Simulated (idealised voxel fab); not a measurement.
process module | voxel spacer lines
cross-section cut | 215 nm wide | cells 5 nm
A cross-section is a grid of square cells, given in bands from the top down. A band is one or more rows of cells.
Each band's line starts with the height of the band's top and of its bottom, in nm. Then come its materials from left to right, each with its width in nm. One material with "throughout" fills the band from edge to edge. "air" is empty space.
Height 0 is the level under which the wafer as received is all one material. The lowest band goes on downwards, as in "0 down".
A width such as "30 to 40" changes by the same amount from each row of cells to the next, from the band's top row to its bottom row.
"no change" after a step means that no cell of the cross-section changed.
closed voids: empty space of 8 cells or more with no open way to the top, each as width x height at its distance from the left edge, in nm
after a step's settings: what the simulator itself notes on the step
overlay nm, on a step with a mask: how far to the right of its planned place the mask lay; to the left if negative
plan
1 op RECEIVE | material Si
2 op CONFORMAL_DEP | material Al2O3 | thk nm 10
3 op DIRECTIONAL_DEP | material SiN | thk nm 15
4 op DIRECTIONAL_DEP | material aC | thk nm 30
5 op PATTERN | tone cover | mask id MANDREL | material resist | width nm 15 | pitch nm 60 | thk nm 40 | overlay nm 0
6 op DIRECTIONAL_ETCH | etch materials aC | depth nm 30
7 op STRIP | etch materials resist
8 op CONFORMAL_DEP | material SiO2 | thk nm 15
9 op DIRECTIONAL_ETCH | etch materials SiO2 | depth nm 5
10 op STRIP | etch materials aC
11 op DIRECTIONAL_ETCH | etch materials SiN | depth nm 15
12 op STRIP | etch materials SiO2
varied across the wafers: depth nm of step 9. The plan shows the first wafer's value. All wafers start alike
first wafer as received, after step 1
  0 down: Si throughout
  closed voids: none
each wafer at the end: cells of each material gained (+) or lost (-) since it was received, then its closed voids
depth nm 5 | +86 Al2O3 | +129 SiN | +36 aC | closed voids: none
depth nm 10 | +86 Al2O3 | +129 SiN | +36 aC | closed voids: none
depth nm 15 | +86 Al2O3 | +36 SiN | closed voids: none
depth nm 20 | +86 Al2O3 | +36 SiN | closed voids: none
depth nm 25 | +86 Al2O3 | +36 SiN | closed voids: none
depth nm 30 | +86 Al2O3 | +36 SiN | closed voids: none
